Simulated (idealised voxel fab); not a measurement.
The following process module bears the name voxel released beams.
Each square cell in cross-section cut measures 5 nm, and the section as a whole is 290 nm wide.
Cross-section = grid of square cells, listed top down in bands; band = one or more rows. The entry gives the band's vertical extent as a top height and a bottom height in nm, then its horizontal make-up as materials from left to right, each with a width in nm. "blank" stands for empty space; a single material marked "full width" fills the band edge to edge. Height reference: 0 = level under which incoming wafer is all one material. Lowest band: no bottom, runs on downward, e.g. "0 nm and below". Read "30->40" as a graded width: first number on top, second number at the bottom, same change between each pair of neighbouring rows. "no change", as given for a step, is the statement that not any cell of the cross-section underwent a change during that step. Look at "Closed void list" for the closed voids: empty spaces with no open path to the top, sized 8 cells or up. Each is width x height at distance, distance from the left edge, all nm. after a step's settings: what the simulator itself notes on the step. You can add "overlay nm" to a step's line. For a step with a mask, it describes how far the mask lay to the right of its planned position, and a negative number describes a lay to the left.

# The following list gives the planned process steps
step 1: RECEIVE, material Si
step 2: CONFORMAL_DEP, material SiN, thk nm 10
step 3: DIRECTIONAL_DEP, material SiO2, thk nm 10
step 4: PATTERN, tone open, mask id ANCHOR, material resist, width nm 45, thk nm 15, overlay nm 0
step 5: DIRECTIONAL_ETCH, etch materials SiO2, depth nm 10
step 6: STRIP, etch materials resist
step 7: CONFORMAL_DEP, material polySi, thk nm 15
step 8: MASKED_ETCH, tone cover, mask id BEAM, width nm 105, etch materials polySi, depth nm 5, overlay nm 0
step 9: STRIP, etch materials SiO2
Across this set of wafers, the varied parameter is the depth nm of step 8. Starting conditions are identical for every wafer, and the plan reports the value assigned to the first wafer.

# Received condition of the first of several wafers, sectioned: post-step 1
	0 nm and below  Si full width
	Closed void list: none

# Row per wafer, end-of-module: cell gain (+)/loss (-) by material since the wafer came in, then closed voids
depth nm 5; +116 SiN; +98 SiO2; +149 polySi; Closed void list: none
depth nm 10; +116 SiN; +98 SiO2; +112 polySi; Closed void list: none
depth nm 15; +116 SiN; +75 polySi; Closed void list: none
depth nm 20; +116 SiN; +75 polySi; Closed void list: none
depth nm 25; +116 SiN; +75 polySi; Closed void list: none
depth nm 30; +116 SiN; +75 polySi; Closed void list: none
